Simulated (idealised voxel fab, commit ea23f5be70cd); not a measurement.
The name of this process module is voxel ribs on slabs.
Each square cell in cross-section cut measures 5 nm, and the section as a whole is 270 nm wide.
Cross-section = grid of square cells, listed top down in bands; band = one or more rows.
Look at the band entry: it leads with the top's height and the bottom's height in nm. Then it lists the materials left to right, with a width in nm for each. The word "throughout" on a single material says that material fills the band edge to edge. The word "air" is empty space.
Heights are expressed relative to 0, this being the level below which the as-received wafer comprises one material exclusively. The lowest band is unbounded in the downward direction and is denoted as in "from 0 down".
Graded width ("30->40"): value in top row of band = first number; value in bottom row = second number; row-to-row change constant.
"all unchanged" -> step changed no cross-section cell.
Empty spaces without an open route to the top, at least 8 cells in extent, make up the entry "Sealed voids"; each is given as width x height at distance, where the distance is measured from the left edge, and all are in nm.
Formally, on a step line, whatever follows the settings is a remark that the simulator itself makes on the step.
You can add "overlay nm" to a step's line. For a step with a mask, it describes how far the mask lay to the right of its planned position, and a negative number describes a lay to the left.

The process steps that were planned are listed below:
step 1: RECEIVE,material Si
step 2: DIRECTIONAL_DEP,material SiO2,thk nm 30
step 3: DIRECTIONAL_DEP,material polySi,thk nm 15
step 4: MASKED_ETCH,tone cover,mask id RIB,width nm 30,etch materials polySi,depth nm 10,overlay nm -15
step 5: MASKED_ETCH,tone cover,mask id SLAB,width nm 60,etch materials polySi,depth nm 5,overlay nm 0
step 6: FILL_DEP,material SiO2,thk nm 25
step 7: CMP,height nm 60
step 8: DIRECTIONAL_DEP,material W,thk nm 10
step 9: PATTERN,tone cover,mask id HEATER,material resist,width nm 40,thk nm 20,overlay nm 0
step 10: DIRECTIONAL_ETCH,etch materials W,depth nm 10
step 11: STRIP,etch materials resist
step 12: CONFORMAL_DEP,material SiN,thk nm 5
It is noted that the wafers described herein are identical at the outset and are distinguished by the overlay nm of step 4; the value stated in the plan corresponds to the first wafer.

So this is the first of several wafers, cross-sectioned as it came to us, meaning it's at the end of step 1:
> from 0 down | Si throughout
> Sealed voids: none

First of several wafers: cross-section at the end of the module, after step 12, its last step:
> from 75 to 70 | air 110, then SiN 50, then air 110
> from 70 to 65 | air 110, then SiN 5, then W 40, then SiN 5, then air 110
> from 65 to 60 | SiN 115, then W 40, then SiN 115
> from 60 to 45 | SiO2 throughout
> from 45 to 35 | SiO2 105, then polySi 30, then SiO2 135
> from 35 to 30 | SiO2 105, then polySi 60, then SiO2 105
> from 30 to 0 | SiO2 throughout
> from 0 down | Si throughout
> Sealed voids: none

The final wafer, sectioned at module end:
> from 75 to 70 | air 110, then SiN 50, then air 110
> from 70 to 65 | air 110, then SiN 5, then W 40, then SiN 5, then air 110
> from 65 to 60 | SiN 115, then W 40, then SiN 115
> from 60 to 45 | SiO2 throughout
> from 45 to 35 | SiO2 135, then polySi 30, then SiO2 105
> from 35 to 30 | SiO2 105, then polySi 60, then SiO2 105
> from 30 to 0 | SiO2 throughout
> from 0 down | Si throughout
> Sealed voids: none

Below is a per-wafer table. In it, each row describes the wafer at the end of the module by giving, for each material, the number of cells gained (+) or lost (-) since the wafer was received, and after that the closed voids of the wafer:
overlay nm -15 | +58 SiN | +624 SiO2 | +16 W | +24 polySi | Sealed voids: none
overlay nm -10 | +58 SiN | +624 SiO2 | +16 W | +24 polySi | Sealed voids: none
overlay nm -5 | +58 SiN | +624 SiO2 | +16 W | +24 polySi | Sealed voids: none
overlay nm 0 | +58 SiN | +624 SiO2 | +16 W | +24 polySi | Sealed voids: none
overlay nm 5 | +58 SiN | +624 SiO2 | +16 W | +24 polySi | Sealed voids: none
overlay nm 10 | +58 SiN | +624 SiO2 | +16 W | +24 polySi | Sealed voids: none
overlay nm 15 | +58 SiN | +624 SiO2 | +16 W | +24 polySi | Sealed voids: none
